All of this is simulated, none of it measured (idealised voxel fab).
Process module under the name voxel self aligned contacts
The cross-section shown here is cut; it is 185 nm wide and divided into square cells measuring 5 nm on a side.
Throughout this document, each cross-section is represented as a grid of square cells and is presented as a sequence of bands enumerated from the top downward, where a band comprises one or more rows of cells. Per band: top height and bottom height in nm, followed by the left-to-right materials and their widths in nm; "all across" marks a single material spanning edge to edge, "blank" marks empty space. Convention: height 0 is the level below which the wafer, as received, is all one material. The lowest band does not terminate at the bottom but continues downward, represented as "top 0, no bottom". The expression "30..40" gives the width at the extremes of the band, the first number at its top row of cells and the second at its bottom row, with the width changing by equal amounts from each row to the next in between. Any step labelled "no alterations made" changed none of the cells in the cross-section. "Sealed internal voids": empty spaces of 8 cells or more with no open way to the top, each given as width x height at distance, distance from the left edge, all in nm. If you see something after the settings on a step's line, that's the simulator's own remark about that step. The line of a step may include "overlay nm". On a step with a mask, this value is how far to the right of its planned place the mask lay. A negative value means the mask lay to the left.

Process steps (planned):
step 1: RECEIVE (material Si)
step 2: CONFORMAL_DEP (material SiO2; thk nm 5)
step 3: DIRECTIONAL_DEP (material polySi; thk nm 20)
step 4: DIRECTIONAL_DEP (material SiN; thk nm 15)
step 5: DIRECTIONAL_DEP (material aC; thk nm 10)
step 6: PATTERN (tone cover; mask id GATE; material resist; width nm 30; pitch nm 65; thk nm 30; overlay nm 0)
step 7: DIRECTIONAL_ETCH (etch materials aC; depth nm 10)
step 8: STRIP (etch materials resist)
step 9: DIRECTIONAL_ETCH (etch materials SiN; depth nm 15)
step 10: DIRECTIONAL_ETCH (etch materials polySi; depth nm 20)
step 11: STRIP (etch materials aC)
step 12: CONFORMAL_DEP (material SiN; thk nm 5)
step 13: DIRECTIONAL_ETCH (etch materials SiN; depth nm 5)
step 14: FILL_DEP (material SiO2; thk nm 15)
step 15: CMP (height nm 45)
step 16: DIRECTIONAL_DEP (material aC; thk nm 15)
step 17: PATTERN (tone open; mask id CONTACT; material resist; width nm 45; thk nm 30; overlay nm 0)
step 18: DIRECTIONAL_ETCH (etch materials aC; depth nm 15)
step 19: STRIP (etch materials resist)
step 20: DIRECTIONAL_ETCH (etch materials SiO2; depth nm 45)
step 21: STRIP (etch materials aC)
step 22: CONFORMAL_DEP (material TiN; thk nm 5)
step 23: FILL_DEP (material W; thk nm 10)
step 24: CMP (height nm 45)
step 25: CONFORMAL_DEP (material SiCN; thk nm 5)

Cross-section, incoming material, after step 1:
	top 0, no bottom | Si all across
	Sealed internal voids: none

Final wafer profile in cross-section after the module, from the same start and plan as above, with one mistake made during processing:
	top 50, bottom 45 | SiCN all across
	top 45, bottom 40 | SiO2 (70); TiN (25); W (15); TiN (5); SiO2 (70)
	top 40, bottom 25 | SiO2 (50); SiN (40); TiN (5); W (15); TiN (5); SiN (40); SiO2 (30)
	top 25, bottom 5 | SiO2 (50); SiN (5); polySi (30); SiN (5); TiN (5); W (15); TiN (5); SiN (5); polySi (30); SiN (5); SiO2 (30)
	top 5, bottom 0 | SiO2 (90); TiN (25); SiO2 (70)
	top 0, no bottom | Si all across
	Sealed internal voids: none
Which mistake was made when the wafer was run? contrary to plan, step 6 was performed as PATTERN (tone cover; mask id GATE; material resist; width nm 30; pitch nm 65; thk nm 30; overlay nm 10)
